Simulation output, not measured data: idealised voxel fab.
Documented hereafter: the process module known as voxel ribs on slabs.
175 nm wide, 5 nm square cells: that's cross-section cut.
If you're reading a cross-section in this doc, picture square cells in a grid; it comes to you as bands, top ones listed first down to the bottom, and a band can be one or more rows of cells. Each band's line starts with the height of the band's top and of its bottom, in nm. Then come its materials from left to right, each with its width in nm. One material with "full width" fills the band from edge to edge. "air" is empty space. Height 0 is the level under which the wafer as received is all one material. The lowest band goes on downwards, as in "z 0 and below". When a width is written as two numbers, as in "30->40", the first number is the width in the top row of cells of the band and the second is the width in its bottom row, and the width changes by the same amount from each row to the next. A step reported as "remains unaltered" is a step in which no cell of the cross-section changed. "Sealed internal voids": sealed empty spaces, 8 cells or more, no open way to top, listed width x height at distance, with distance from the left edge and width, height and distance in nm. What comes after the settings on a step's line is commentary from the simulator itself on that step. A step line may carry the setting "overlay nm", which, for steps involving a mask, states the distance by which the mask lay to the right of its intended position; negative values denote displacement to the left.

So here's the lineup of process steps we planned
| 1 | RECEIVE (material Si) |
| 2 | DIRECTIONAL_DEP (material SiO2; thk nm 20) |
| 3 | DIRECTIONAL_DEP (material SiN; thk nm 15) |
| 4 | MASKED_ETCH (tone cover; mask id RIB; width nm 25; etch materials SiN; depth nm 5; overlay nm 0) |
| 5 | MASKED_ETCH (tone cover; mask id SLAB; width nm 55; etch materials SiN; depth nm 10; overlay nm 0) |
| 6 | FILL_DEP (material SiO2; thk nm 15) |
| 7 | CMP (height nm 45) |
| 8 | DIRECTIONAL_DEP (material W; thk nm 10) |
| 9 | PATTERN (tone cover; mask id HEATER; material resist; width nm 35; thk nm 15; overlay nm 0) |
| 10 | DIRECTIONAL_ETCH (etch materials W; depth nm 10) |
| 11 | STRIP (etch materials resist) |
| 12 | CONFORMAL_DEP (material SiN; thk nm 10) |

Cross-section: wafer on arrival = after step 1
z 0 and below | Si full width
Sealed internal voids: none

End-of-module cross-section. Starting structure and process plan as above; one mistake made in running it
z 65 to 55 | air=60, SiN=55, air=60
z 55 to 45 | SiN=70, W=35, SiN=70
z 45 to 35 | SiO2 full width
z 35 to 25 | SiO2=75->60, SiN=25->55, SiO2=75->60
z 25 to 20 | SiN full width
z 20 to 0 | SiO2 full width
z 0 and below | Si full width
Sealed internal voids: none
Want to know what went wrong? off-plan run, step 5, actual operation and settings MASKED_ETCH (tone cover; mask id SLAB; width nm 55; etch materials SiN; depth nm 5; overlay nm 0)
